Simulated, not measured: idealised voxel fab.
This section sets out a process module, namely voxel lift off.
Cross-section cut spans 185 nm and uses square cells 5 nm in size.
In this document a cross-section is written as a grid of square cells. It is given as a series of bands, listed from the top down, and a band is one or more rows of cells. In this notation a band is specified by the heights of its top and bottom, in that order and in nm, after which its materials appear from left to right, each paired with its width in nm. The word "all across" attached to a single material means that material fills the band from edge to edge; the word "blank" stands for empty space. Measure heights from 0. That's the level where, below it, the as-received wafer is all one material. The lowest band is bottomless and extends downward; write it as in "0 down". Width "30..40": first value at the band's top row of cells, second value at its bottom row, equal change from row to row. Basically "no alterations made" means that step didn't change any cell in the cross-section. Entry "Voids lacking openings" = empty spaces >= 8 cells with no open way to the top; each as width x height at distance, distance from left edge, all nm. If you see something after the settings on a step's line, that's the simulator's own remark about that step. The setting "overlay nm" may be written on the line of a step. When the step uses a mask, the value reports how far to the right of the planned place the mask lay, and a negative value reports that it lay to the left.
This section lists the process steps that were planned
- 1: RECEIVE with material Si
- 2: CONFORMAL_DEP with material SiN, thk nm 10
- 3: PATTERN with tone open, mask id LINES, material resist, width nm 15, pitch nm 40, thk nm 20, overlay nm 0
- 4: DIRECTIONAL_DEP with material Ru, thk nm 5
- 5: STRIP with etch materials resist
- 6: CONFORMAL_DEP with material SiN, thk nm 10
Every wafer here starts from the same state; it is the step 3 width nm that distinguishes them, and the value the plan gives belongs to the first wafer.
Cross-section of the first incoming wafer of several, state after step 1
* 0 down = Si all across
* Voids lacking openings: none
Below is a per-wafer table. In it, each row describes the wafer at the end of the module by giving, for each material, the number of cells gained (+) or lost (-) since the wafer was received, and after that the closed voids of the wafer
width nm 15, +6 Ru, +156 SiN, Voids lacking openings: none
width nm 20, +8 Ru, +156 SiN, Voids lacking openings: none
width nm 25, +10 Ru, +155 SiN, Voids lacking openings: none
